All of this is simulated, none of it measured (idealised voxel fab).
The process module presented herein is designated voxel self aligned vias.
215 nm wide, 5 nm square cells: that's cross-section cut.
Bands, listed from the top down, are how a cross-section gets written in this document; the cross-section itself is a grid of square cells, and a band is one or more rows of them.
What a band's entry tells you: where the top is and where the bottom is, as heights in nm, and after that what lies inside, material by material from left to right, each with its width in nm. Empty space is written as the word "empty", and a single material marked with the word "full width" occupies the band from edge to edge.
The level at which height equals 0 is the one under which the wafer, as it arrives, is entirely one material. No lower edge exists for the bottom band, which continues downward and is notated as in "0..down".
Read "30..40" as a graded width: first number on top, second number at the bottom, same change between each pair of neighbouring rows.
"identical to before" after a step means that no cell of the cross-section changed.
Listed in "Closed void catalog": every empty space of 8 or more cells without an open way to the top. Form: width x height at distance, the distance being from the left edge, all in nm.
Whatever follows a step's settings on its line is a remark the simulator itself makes about that step.
"overlay nm" answers the question of how far to the right of plan the mask lay on a step that has a mask, and when it is negative the answer is to the left.
# Below is the list of planned process steps
step 1: RECEIVE,material Si
step 2: CONFORMAL_DEP,material SiO2,thk nm 10
step 3: CONFORMAL_DEP,material SiCN,thk nm 5
step 4: DIRECTIONAL_DEP,material SiO2,thk nm 20
step 5: DIRECTIONAL_DEP,material aC,thk nm 15
step 6: PATTERN,tone open,mask id LINES,material resist,width nm 20,pitch nm 60,thk nm 30,overlay nm -15
step 7: DIRECTIONAL_ETCH,etch materials aC,depth nm 15
step 8: STRIP,etch materials resist
step 9: DIRECTIONAL_ETCH,etch materials SiO2,depth nm 20
step 10: STRIP,etch materials aC
step 11: CONFORMAL_DEP,material TiN,thk nm 5
step 12: FILL_DEP,material W,thk nm 10
step 13: CMP,height nm 35
step 14: SELECTIVE_ETCH,etch materials W Ru TiN,depth nm 10
step 15: FILL_DEP,material SiN,thk nm 10
step 16: CMP,height nm 35
step 17: DIRECTIONAL_DEP,material SiO2,thk nm 15
step 18: DIRECTIONAL_DEP,material aC,thk nm 10
step 19: PATTERN,tone open,mask id VIAS,material resist,width nm 30,thk nm 30,overlay nm 0
step 20: DIRECTIONAL_ETCH,etch materials aC,depth nm 10
step 21: STRIP,etch materials resist
step 22: DIRECTIONAL_ETCH,etch materials SiO2,depth nm 15
step 23: DIRECTIONAL_ETCH,etch materials SiN,depth nm 10
step 24: STRIP,etch materials aC
step 25: CONFORMAL_DEP,material TiN,thk nm 5
step 26: FILL_DEP,material W,thk nm 5
step 27: CMP,height nm 50
step 28: CONFORMAL_DEP,material SiN,thk nm 5
The wafers are alike at the start. At step 6, their overlay nm differs. The plan lists the first wafer's value.
# Here's the first of the wafers in cross-section, just as we got it, i.e. after step 1
* 0..down  Si full width
* Closed void catalog: none
# Here is the cross-section of the first of several wafers at the end of the module, after its last step, step 28
* 55..50  SiN full width
* 50..40  60 nm SiO2  5 nm TiN  20 nm W  5 nm TiN  125 nm SiO2
* 40..35  60 nm SiO2  30 nm TiN  125 nm SiO2
* 35..25  50 nm SiO2  10 nm SiN  10 nm TiN  40 nm SiO2  20 nm SiN  85 nm SiO2
* 25..20  50 nm SiO2  5 nm TiN  10 nm W  5 nm TiN  40 nm SiO2  5 nm TiN  10 nm W  5 nm TiN  85 nm SiO2
* 20..15  50 nm SiO2  20 nm TiN  40 nm SiO2  20 nm TiN  85 nm SiO2
* 15..10  SiCN full width
* 10..0  SiO2 full width
* 0..down  Si full width
* Closed void catalog: none
# Last-wafer cross-section at the end of the module
* 55..50  SiN full width
* 50..40  60 nm SiO2  5 nm TiN  20 nm W  5 nm TiN  125 nm SiO2
* 40..35  60 nm SiO2  30 nm TiN  125 nm SiO2
* 35..25  80 nm SiO2  10 nm TiN  10 nm SiN  40 nm SiO2  20 nm SiN  55 nm SiO2
* 25..20  80 nm SiO2  5 nm TiN  10 nm W  5 nm TiN  40 nm SiO2  5 nm TiN  10 nm W  5 nm TiN  55 nm SiO2
* 20..15  80 nm SiO2  20 nm TiN  40 nm SiO2  20 nm TiN  55 nm SiO2
* 15..10  SiCN full width
* 10..0  SiO2 full width
* 0..down  Si full width
* Closed void catalog: none
# Per wafer (row), end of module: delta in cells per material since receipt, (+) for gained, (-) for lost; closed voids after that
overlay nm -15; +43 SiCN; +55 SiN; +337 SiO2; +26 TiN; +12 W; Closed void catalog: none
overlay nm -10; +43 SiCN; +53 SiN; +337 SiO2; +26 TiN; +14 W; Closed void catalog: none
overlay nm -5; +43 SiCN; +51 SiN; +337 SiO2; +26 TiN; +16 W; Closed void catalog: none
overlay nm 0; +43 SiCN; +51 SiN; +337 SiO2; +26 TiN; +16 W; Closed void catalog: none
overlay nm 5; +43 SiCN; +51 SiN; +337 SiO2; +26 TiN; +16 W; Closed void catalog: none
overlay nm 10; +43 SiCN; +53 SiN; +337 SiO2; +26 TiN; +14 W; Closed void catalog: none
overlay nm 15; +43 SiCN; +55 SiN; +337 SiO2; +26 TiN; +12 W; Closed void catalog: none
